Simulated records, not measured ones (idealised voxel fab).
The following is a process module called voxel self aligned contacts.
Cross-section cut spans 230 nm and uses square cells 5 nm in size.
Format of a cross-section: grid, square cells. Given as bands. Order: top down. Band: one or more rows of cells. Top height, bottom height, nm. Materials left to right, width each, nm. Single material + "full width" = fills band edge to edge. "empty" = empty. Counting heights begins at 0, where everything beneath is, in the wafer as received, one material. The lowest band has no bottom; it goes on downwards, as "0 and below" shows. With a width like "30..40", each row of cells in the band differs from the next by the same amount, the top row carrying the first number and the bottom row the second. A step reported as "same as before" is a step in which no cell of the cross-section changed. Each empty space that has no open way to the top and spans at least 8 cells appears under "Closed void register" as width x height at distance, the distance counted from the left edge, all in nm. If you see something after the settings on a step's line, that's the simulator's own remark about that step. "overlay nm" denotes, for a step that has a mask, the displacement of the mask to the right of its planned place, with negative values corresponding to the left.
Steps in the process plan
1) RECEIVE (material Si)
2) CONFORMAL_DEP (material SiO2; thk nm 5)
3) DIRECTIONAL_DEP (material polySi; thk nm 20)
4) DIRECTIONAL_DEP (material SiN; thk nm 15)
5) DIRECTIONAL_DEP (material aC; thk nm 15)
6) PATTERN (tone cover; mask id GATE; material resist; width nm 30; pitch nm 55; thk nm 30; overlay nm 0)
7) DIRECTIONAL_ETCH (etch materials aC; depth nm 15)
8) STRIP (etch materials resist)
9) DIRECTIONAL_ETCH (etch materials SiN; depth nm 15)
10) DIRECTIONAL_ETCH (etch materials polySi; depth nm 20)
11) STRIP (etch materials aC)
12) CONFORMAL_DEP (material SiN; thk nm 5)
13) DIRECTIONAL_ETCH (etch materials SiN; depth nm 5)
14) FILL_DEP (material SiO2; thk nm 15)
15) CMP (height nm 50)
16) DIRECTIONAL_DEP (material aC; thk nm 15)
17) PATTERN (tone open; mask id CONTACT; material resist; width nm 35; pitch nm 55; thk nm 35; overlay nm 0)
18) DIRECTIONAL_ETCH (etch materials aC; depth nm 15)
19) STRIP (etch materials resist)
20) DIRECTIONAL_ETCH (etch materials SiO2; depth nm 50)
21) STRIP (etch materials aC)
22) CONFORMAL_DEP (material TiN; thk nm 5)
23) FILL_DEP (material Ru; thk nm 5)
24) CMP (height nm 50)
25) CONFORMAL_DEP (material SiCN; thk nm 5)
As received (post step 1): cross-section
- 0 and below | Si full width
- Closed void register: none
Cross-sectional view of the first of the two wafers upon completion of the module, processed in accordance with the plan
- 55 down to 50 | SiCN full width
- 50 down to 40 | SiO2 70 nm | TiN 5..15 nm | Ru 25..5 nm | TiN 5..15 nm | SiO2 20 nm | TiN 5..15 nm | Ru 25..5 nm | TiN 5..15 nm | SiO2 70 nm
- 40 down to 25 | SiO2 40 nm | SiN 40 nm | TiN 5 nm | Ru 5 nm | TiN 5 nm | SiN 40 nm | TiN 5 nm | Ru 5 nm | TiN 5 nm | SiN 40 nm | SiO2 40 nm
- 25 down to 5 | SiO2 40 nm | SiN 5 nm | polySi 30 nm | SiN 5 nm | TiN 5 nm | Ru 5 nm | TiN 5 nm | SiN 5 nm | polySi 30 nm | SiN 5 nm | TiN 5 nm | Ru 5 nm | TiN 5 nm | SiN 5 nm | polySi 30 nm | SiN 5 nm | SiO2 40 nm
- 5 down to 0 | SiO2 80 nm | TiN 15 nm | SiO2 40 nm | TiN 15 nm | SiO2 80 nm
- 0 and below | Si full width
- Closed void register: none
So this is wafer number two of the two, cut at the end of the module - it started where the first did and had the same plan, we just got one thing wrong running it
- 55 down to 50 | SiCN full width
- 50 down to 45 | SiO2 70 nm | TiN 15 nm | Ru 5 nm | TiN 15 nm | SiO2 20 nm | TiN 15 nm | Ru 5 nm | TiN 15 nm | SiO2 70 nm
- 45 down to 30 | SiO2 40 nm | SiN 40 nm | TiN 5 nm | Ru 5 nm | TiN 5 nm | SiN 40 nm | TiN 5 nm | Ru 5 nm | TiN 5 nm | SiN 40 nm | SiO2 40 nm
- 30 down to 15 | SiO2 40 nm | SiN 5 nm | polySi 30 nm | SiN 5 nm | TiN 5 nm | Ru 5 nm | TiN 5 nm | SiN 5 nm | polySi 30 nm | SiN 5 nm | TiN 5 nm | Ru 5 nm | TiN 5 nm | SiN 5 nm | polySi 30 nm | SiN 5 nm | SiO2 40 nm
- 15 down to 10 | SiO2 40 nm | SiN 5 nm | polySi 30 nm | SiN 5 nm | TiN 15 nm | SiN 5 nm | polySi 30 nm | SiN 5 nm | TiN 15 nm | SiN 5 nm | polySi 30 nm | SiN 5 nm | SiO2 40 nm
- 10 down to 5 | polySi full width
- 5 down to 0 | SiO2 full width
- 0 and below | Si full width
- Closed void register: none
Against the plan, the run slipped here: step 3 ran differently from the plan; actual operation with settings: DIRECTIONAL_DEP (material polySi; thk nm 25)
End of process, cell counts, second wafer against first, materials with more or fewer: Ru: 12 fewer | SiO2: 26 fewer | TiN: 8 fewer | polySi: 46 more
